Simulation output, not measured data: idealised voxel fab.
process module | voxel capacitor over wiring
cross-section cut | 265 nm wide | cells 5 nm
A cross-section is a grid of square cells, given in bands from the top down. A band is one or more rows of cells.
Each band's line starts with the height of the band's top and of its bottom, in nm. Then come its materials from left to right, each with its width in nm. One material with "throughout" fills the band from edge to edge. "air" is empty space.
Height 0 is the level under which the wafer as received is all one material. The lowest band goes on downwards, as in "0 down".
A width such as "30 to 40" changes by the same amount from each row of cells to the next, from the band's top row to its bottom row.
"no change" after a step means that no cell of the cross-section changed.
closed voids: empty space of 8 cells or more with no open way to the top, each as width x height at its distance from the left edge, in nm
after a step's settings: what the simulator itself notes on the step
overlay nm, on a step with a mask: how far to the right of its planned place the mask lay; to the left if negative
plan
1 op RECEIVE | material Si
2 op CONFORMAL_DEP | material SiO2 | thk nm 10
3 op DIRECTIONAL_DEP | material TiN | thk nm 5
4 op DIRECTIONAL_DEP | material Ru | thk nm 15
5 op PATTERN | tone cover | mask id METAL_1 | material resist | width nm 30 | pitch nm 100 | thk nm 15 | overlay nm -15
6 op DIRECTIONAL_ETCH | etch materials Ru | depth nm 15
7 op DIRECTIONAL_ETCH | etch materials TiN | depth nm 5
8 op STRIP | etch materials resist
9 op FILL_DEP | material SiO2 | thk nm 10
10 op CMP | height nm 30
11 op CONFORMAL_DEP | material SiCN | thk nm 5
12 op DIRECTIONAL_DEP | material SiO2 | thk nm 20
13 op PATTERN | tone open | mask id PLUG_1 | material resist | width nm 15 | thk nm 20 | overlay nm 0
14 op DIRECTIONAL_ETCH | etch materials SiO2 | depth nm 20
15 op DIRECTIONAL_ETCH | etch materials SiCN | depth nm 5
16 op STRIP | etch materials resist
17 op CONFORMAL_DEP | material TiN | thk nm 5
18 op FILL_DEP | material W | thk nm 5
19 op CMP | height nm 55
20 op DIRECTIONAL_DEP | material TiN | thk nm 10
21 op DIRECTIONAL_DEP | material SiN | thk nm 5
22 op DIRECTIONAL_DEP | material TiN | thk nm 5
23 op DIRECTIONAL_DEP | material aC | thk nm 10
24 op PATTERN | tone cover | mask id UPPER_PLATE | material resist | width nm 75 | thk nm 30 | overlay nm 0
25 op DIRECTIONAL_ETCH | etch materials aC | depth nm 10
26 op STRIP | etch materials resist
27 op DIRECTIONAL_ETCH | etch materials TiN | depth nm 5
28 op DIRECTIONAL_ETCH | etch materials SiN | depth nm 5
29 op STRIP | etch materials aC
30 op DIRECTIONAL_DEP | material aC | thk nm 15
31 op PATTERN | tone cover | mask id LOWER_PLATE | material resist | width nm 85 | thk nm 30 | overlay nm 0
32 op DIRECTIONAL_ETCH | etch materials aC | depth nm 15
33 op STRIP | etch materials resist
34 op DIRECTIONAL_ETCH | etch materials TiN | depth nm 10
35 op STRIP | etch materials aC
36 op FILL_DEP | material SiO2 | thk nm 15
37 op CMP | height nm 85
38 op DIRECTIONAL_DEP | material aC | thk nm 15
39 op PATTERN | tone open | mask id PLUG_2 | material resist | width nm 15 | thk nm 30 | overlay nm 0
40 op DIRECTIONAL_ETCH | etch materials aC | depth nm 15
41 op STRIP | etch materials resist
42 op DIRECTIONAL_ETCH | etch materials SiO2 | depth nm 10
43 op STRIP | etch materials aC
44 op CONFORMAL_DEP | material TiN | thk nm 5
45 op FILL_DEP | material Cu | thk nm 5
46 op CMP | height nm 85
47 op CONFORMAL_DEP | material SiN | thk nm 5
varied across the wafers: overlay nm of step 5. The plan shows the first wafer's value. All wafers start alike
first wafer as received, after step 1
  0 down: Si throughout
  closed voids: none
each wafer at the end: cells of each material gained (+) or lost (-) since it was received, then its closed voids
overlay nm -15 | +1 Cu | +36 Ru | +50 SiCN | +68 SiN | +718 SiO2 | +77 TiN | +4 W | closed voids: none
overlay nm -10 | +1 Cu | +36 Ru | +50 SiCN | +68 SiN | +718 SiO2 | +77 TiN | +4 W | closed voids: none
overlay nm -5 | +1 Cu | +36 Ru | +50 SiCN | +68 SiN | +718 SiO2 | +77 TiN | +4 W | closed voids: none
overlay nm 0 | +1 Cu | +36 Ru | +50 SiCN | +68 SiN | +718 SiO2 | +77 TiN | +4 W | closed voids: none
overlay nm 5 | +1 Cu | +36 Ru | +50 SiCN | +68 SiN | +718 SiO2 | +77 TiN | +4 W | closed voids: none
overlay nm 10 | +1 Cu | +36 Ru | +50 SiCN | +68 SiN | +718 SiO2 | +77 TiN | +4 W | closed voids: none
overlay nm 15 | +1 Cu | +36 Ru | +50 SiCN | +68 SiN | +718 SiO2 | +77 TiN | +4 W | closed voids: none
